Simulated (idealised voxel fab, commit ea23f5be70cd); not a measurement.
The name of this process module is voxel self aligned vias.
cross-section cut | 235 nm wide | cells 5 nm
When this document writes out a cross-section, it uses a grid of square cells and lists it as bands, beginning at the top and moving down, with a band standing for one or more rows of cells.
Basically the band line says how high the top is and how high the bottom is, in nm, and then what's in it from left to right, every material with its width in nm. Empty space shows up as "blank", and if a single material carries "full width" it runs the full band edge to edge.
We count height from 0. Below that, the starting wafer is all one material. The lowest band never ends at the bottom but goes on down; see "z 0 and below" for how that is written.
Per-row width for "30->40": begins at first number (top row of band), ends at second number (bottom row), increment between rows held constant.
Where a step carries "remains unaltered", the cross-section came out of it unchanged, cell for cell.
The list in "Sealed internal voids" covers empty spaces of 8 cells or more that cannot reach the top through any open way, and it gives each as width x height at distance; the distance is from the left edge, and width, height and distance are in nm.
Anything after a step's settings on that line? It's the simulator's own note about the step.
The setting "overlay nm" may be written on the line of a step. When the step uses a mask, the value reports how far to the right of the planned place the mask lay, and a negative value reports that it lay to the left.
### The steps planned for the process are as follows
step 1: RECEIVE | material Si
step 2: CONFORMAL_DEP | material SiO2 | thk nm 10
step 3: CONFORMAL_DEP | material SiCN | thk nm 5
step 4: DIRECTIONAL_DEP | material lowk | thk nm 20
step 5: MASKED_ETCH | tone open | mask id LINES | width nm 30 | pitch nm 70 | etch materials lowk | depth nm 20 | overlay nm 0
step 6: CONFORMAL_DEP | material TiN | thk nm 5
step 7: FILL_DEP | material W | thk nm 10
step 8: CMP | height nm 35
step 9: SELECTIVE_ETCH | etch materials W Ru TiN | depth nm 5
step 10: FILL_DEP | material SiN | thk nm 5
step 11: CMP | height nm 35
step 12: DIRECTIONAL_DEP | material lowk | thk nm 15
step 13: PATTERN | tone open | mask id VIAS | material resist | width nm 40 | thk nm 20 | overlay nm 0
step 14: DIRECTIONAL_ETCH | etch materials lowk | depth nm 15
step 15: DIRECTIONAL_ETCH | etch materials SiN | depth nm 5
step 16: STRIP | etch materials resist
step 17: CONFORMAL_DEP | material TiN | thk nm 5
step 18: FILL_DEP | material Cu | thk nm 5
step 19: CMP | height nm 50
step 20: CONFORMAL_DEP | material SiCN | thk nm 5
Keep in mind the plan's value for the width nm of step 13 comes from the first wafer; the wafers don't share that setting, but they do share the same starting point.
### The as-received cross-section of the first of several wafers corresponds to the state after step 1
* z 0 and below: Si full width
* Sealed internal voids: none
### Heads up, this table goes wafer by wafer. A row tells you, at the end of the module, how many cells of each material that wafer has put on (+) or dropped (-) since it was received, and then its closed voids
width nm 40; +16 Cu; +94 SiCN; +6 SiN; +94 SiO2; +34 TiN; +16 W; +257 lowk; Sealed internal voids: none
width nm 45; +18 Cu; +94 SiCN; +6 SiN; +94 SiO2; +35 TiN; +16 W; +254 lowk; Sealed internal voids: none
width nm 50; +20 Cu; +94 SiCN; +6 SiN; +94 SiO2; +36 TiN; +16 W; +251 lowk; Sealed internal voids: none
width nm 55; +22 Cu; +94 SiCN; +6 SiN; +94 SiO2; +37 TiN; +16 W; +248 lowk; Sealed internal voids: none
width nm 60; +24 Cu; +94 SiCN; +6 SiN; +94 SiO2; +38 TiN; +16 W; +245 lowk; Sealed internal voids: none
width nm 65; +26 Cu; +94 SiCN; +6 SiN; +94 SiO2; +39 TiN; +16 W; +242 lowk; Sealed internal voids: none
